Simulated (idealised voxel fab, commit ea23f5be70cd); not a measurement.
process module | voxel gate over fins
In the cross-section labelled cut, the width is 145 nm and each square cell is 5 nm.
Cross-section, as written here: a square-cell grid given band by band from the top down, where a band holds one or more rows of cells. Within each band entry, the heights of the top and of the bottom of the band appear first, in that order and in nm; the materials of the band then follow from left to right, each with its corresponding width in nm. The designation "throughout" on a single material indicates that it fills the band from edge to edge; the designation "blank" indicates empty space. Note: height 0 marks the level under which the wafer is uniformly one material as received. Lowest band unbounded below, written "0..down". The expression "30->40" gives the width at the extremes of the band, the first number at its top row of cells and the second at its bottom row, with the width changing by equal amounts from each row to the next in between. What does "nothing different" mean for a step? It means no cell of the cross-section changed in that step. You'll see "Closed void register" listing empty spaces that have no way open to the top, as long as they're 8 cells or more; the notation is width x height at distance, where the distance is from the left edge, and all of it is in nm. On each step's line, the part that comes after the settings is the simulator's own comment on the step. The setting "overlay nm" may be written on the line of a step. When the step uses a mask, the value reports how far to the right of the planned place the mask lay, and a negative value reports that it lay to the left.
The planned process steps are enumerated hereunder:
1: RECEIVE (material Si)
2: CONFORMAL_DEP (material SiN; thk nm 10)
3: DIRECTIONAL_DEP (material aC; thk nm 10)
4: PATTERN (tone cover; mask id FINS; material resist; width nm 15; pitch nm 35; thk nm 30; overlay nm 0)
5: DIRECTIONAL_ETCH (etch materials aC; depth nm 10)
6: STRIP (etch materials resist)
7: DIRECTIONAL_ETCH (etch materials SiN; depth nm 10)
8: DIRECTIONAL_ETCH (etch materials Si; depth nm 40)
9: STRIP (etch materials aC)
10: OXIDIZE (depth nm 5)
11: FILL_DEP (material SiO2; thk nm 5)
12: CMP (height nm 10)
13: SELECTIVE_ETCH (etch materials SiO2; depth nm 25)
14: STRIP (etch materials SiN)
15: CONFORMAL_DEP (material HfO2; thk nm 5)
16: CONFORMAL_DEP (material TiN; thk nm 5)
17: CONFORMAL_DEP (material TiAl; thk nm 5)
18: CONFORMAL_DEP (material TiN; thk nm 5)
19: FILL_DEP (material W; thk nm 15)
20: CMP (height nm 30)
21: CONFORMAL_DEP (material SiCN; thk nm 5)
As received (post step 1): cross-section:
- 0..down  Si throughout
- Closed void register: none
As-planned run: cross-section of the first of two wafers at end of module:
- 35..30  SiCN throughout
- 30..20  W throughout
- 20..15  W=30, then TiN=80, then W=35
- 15..10  W=30, then TiN=5, then TiAl=70, then TiN=5, then W=35
- 10..5  W=30, then TiN=5, then TiAl=5, then TiN=25, then TiAl=10, then TiN=25, then TiAl=5, then TiN=5, then W=35
- 5..0  TiN=35, then TiAl=5, then TiN=5, then HfO2=15, then TiN=5, then TiAl=10, then TiN=5, then HfO2=15, then TiN=5, then TiAl=5, then TiN=40
- 0..-5  TiAl=40, then TiN=5, then HfO2=5, then Si=5, then HfO2=5, then TiN=5, then TiAl=10, then TiN=5, then HfO2=5, then Si=5, then HfO2=5, then TiN=5, then TiAl=45
- -5..-10  TiN=45, then HfO2=5, then Si=5, then HfO2=5, then TiN=20, then HfO2=5, then Si=5, then HfO2=5, then TiN=50
- -10..-15  HfO2=50, then Si=5, then HfO2=30, then Si=5, then HfO2=55
- -15..-45  SiO2=50, then Si=5, then SiO2=30, then Si=5, then SiO2=55
- -45..down  Si throughout
- Closed void register: none
Wafer two (of two), end-of-module cross-section: start = wafer one, plan = wafer one, one run mistake:
- 35..30  SiCN throughout
- 30..20  W throughout
- 20..15  W=25, then TiN=80, then W=40
- 15..10  W=25, then TiN=5, then TiAl=70, then TiN=5, then W=40
- 10..5  W=25, then TiN=5, then TiAl=5, then TiN=25, then TiAl=10, then TiN=25, then TiAl=5, then TiN=5, then W=40
- 5..0  TiN=30, then TiAl=5, then TiN=5, then HfO2=15, then TiN=5, then TiAl=10, then TiN=5, then HfO2=15, then TiN=5, then TiAl=5, then TiN=45
- 0..-5  TiAl=35, then TiN=5, then HfO2=5, then Si=5, then HfO2=5, then TiN=5, then TiAl=10, then TiN=5, then HfO2=5, then Si=5, then HfO2=5, then TiN=5, then TiAl=50
- -5..-10  TiN=40, then HfO2=5, then Si=5, then HfO2=5, then TiN=20, then HfO2=5, then Si=5, then HfO2=5, then TiN=55
- -10..-15  HfO2=45, then Si=5, then HfO2=30, then Si=5, then HfO2=60
- -15..-45  SiO2=45, then Si=5, then SiO2=30, then Si=5, then SiO2=60
- -45..down  Si throughout
- Closed void register: none
Plan not followed: step 4 changed vs plan, executed as PATTERN (tone cover; mask id FINS; material resist; width nm 15; pitch nm 35; thk nm 30; overlay nm -5)
By the end, you'd get the same cell count for each material on either wafer, but the second wafer puts them somewhere else.
